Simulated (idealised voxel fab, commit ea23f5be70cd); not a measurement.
process module | voxel wiring stack
For reference, the cross-section in this document is cut, with width 240 nm and square cells of 5 nm.
Cross-section layout: square cells on a grid; listed as bands, top to bottom; a band spans one or more cell rows. Top, bottom (nm), then materials left to right with widths (nm); lone material tagged "everywhere" fills the whole band edge to edge; "blank" = empty space. Heads up on the height convention: 0 is the point under which the incoming wafer is all one material, and the lowest band has no bottom, it just keeps going down, like "0 and below". Width spec "30 to 40" -> top row of cells at first value, bottom row at second value, equal per-row change in between. "no alterations made" (step): cross-section cells unchanged, all of them. Under "Voids, sealed" you'll find the enclosed gaps, the ones with no way out to the top, that are 8 cells or bigger; each reads width x height at distance, with distance counted from the left edge, everything in nm. That trailing text on a step's line, after the settings, is the simulator's own remark on the step. The setting "overlay nm" may be written on the line of a step. When the step uses a mask, the value reports how far to the right of the planned place the mask lay, and a negative value reports that it lay to the left.

### Planned step list for the process
1) RECEIVE | material Si
2) CONFORMAL_DEP | material SiO2 | thk nm 10
3) DIRECTIONAL_DEP | material TiN | thk nm 5
4) DIRECTIONAL_DEP | material Ru | thk nm 20
5) MASKED_ETCH | tone cover | mask id METAL_1 | width nm 20 | pitch nm 40 | etch materials Ru | depth nm 20 | overlay nm 0
6) MASKED_ETCH | tone cover | mask id METAL_1 | width nm 20 | pitch nm 40 | etch materials TiN | depth nm 5 | overlay nm 0
7) FILL_DEP | material SiO2 | thk nm 5
8) CMP | height nm 35
9) CONFORMAL_DEP | material SiCN | thk nm 5
10) DIRECTIONAL_DEP | material lowk | thk nm 10
11) MASKED_ETCH | tone open | mask id PLUG_1 | width nm 15 | pitch nm 80 | etch materials lowk | depth nm 10 | overlay nm 0
12) MASKED_ETCH | tone open | mask id PLUG_1 | width nm 15 | pitch nm 80 | etch materials SiCN | depth nm 5 | overlay nm 0
13) CONFORMAL_DEP | material TiN | thk nm 5
14) FILL_DEP | material Ru | thk nm 10
15) CMP | height nm 50
16) DIRECTIONAL_DEP | material TiN | thk nm 5
17) DIRECTIONAL_DEP | material Ru | thk nm 20
18) PATTERN | tone cover | mask id METAL_2 | material resist | width nm 20 | pitch nm 40 | thk nm 20 | overlay nm 0
19) DIRECTIONAL_ETCH | etch materials Ru | depth nm 20
20) DIRECTIONAL_ETCH | etch materials TiN | depth nm 5
21) STRIP | etch materials resist
22) CONFORMAL_DEP | material SiCN | thk nm 5
23) FILL_DEP | material lowk | thk nm 5
24) CMP | height nm 75
25) CONFORMAL_DEP | material SiCN | thk nm 5

### Cross-section: wafer on arrival = after step 1
- 0 and below: Si everywhere
- Voids, sealed: none

### End state of the module in cross-section, given the above starting point and plan and one mistake in execution
- 80 down to 75: SiCN everywhere
- 75 down to 55: lowk (65) / SiCN (5) / Ru (20) / SiCN (5) / lowk (10) / SiCN (5) / Ru (20) / SiCN (5) / lowk (10) / SiCN (5) / Ru (20) / SiCN (5) / lowk (65)
- 55 down to 50: SiCN (70) / TiN (20) / SiCN (20) / TiN (20) / SiCN (20) / TiN (20) / SiCN (70)
- 50 down to 45: Ru (65) / TiN (5) / lowk (15) / TiN (5) / Ru (55) / TiN (5) / lowk (15) / TiN (5) / Ru (70)
- 45 down to 40: TiN (70) / lowk (15) / TiN (65) / lowk (15) / TiN (75)
- 40 down to 35: SiCN everywhere
- 35 down to 15: SiO2 (70) / Ru (20) / SiO2 (20) / Ru (20) / SiO2 (20) / Ru (20) / SiO2 (70)
- 15 down to 10: SiO2 (70) / TiN (20) / SiO2 (20) / TiN (20) / SiO2 (20) / TiN (20) / SiO2 (70)
- 10 down to 0: SiO2 everywhere
- 0 and below: Si everywhere
- Voids, sealed: none
Run error: so step 11 ended up running with a different setting than we planned, it ran as MASKED_ETCH | tone cover | mask id PLUG_1 | width nm 15 | pitch nm 80 | etch materials lowk | depth nm 10 | overlay nm 0
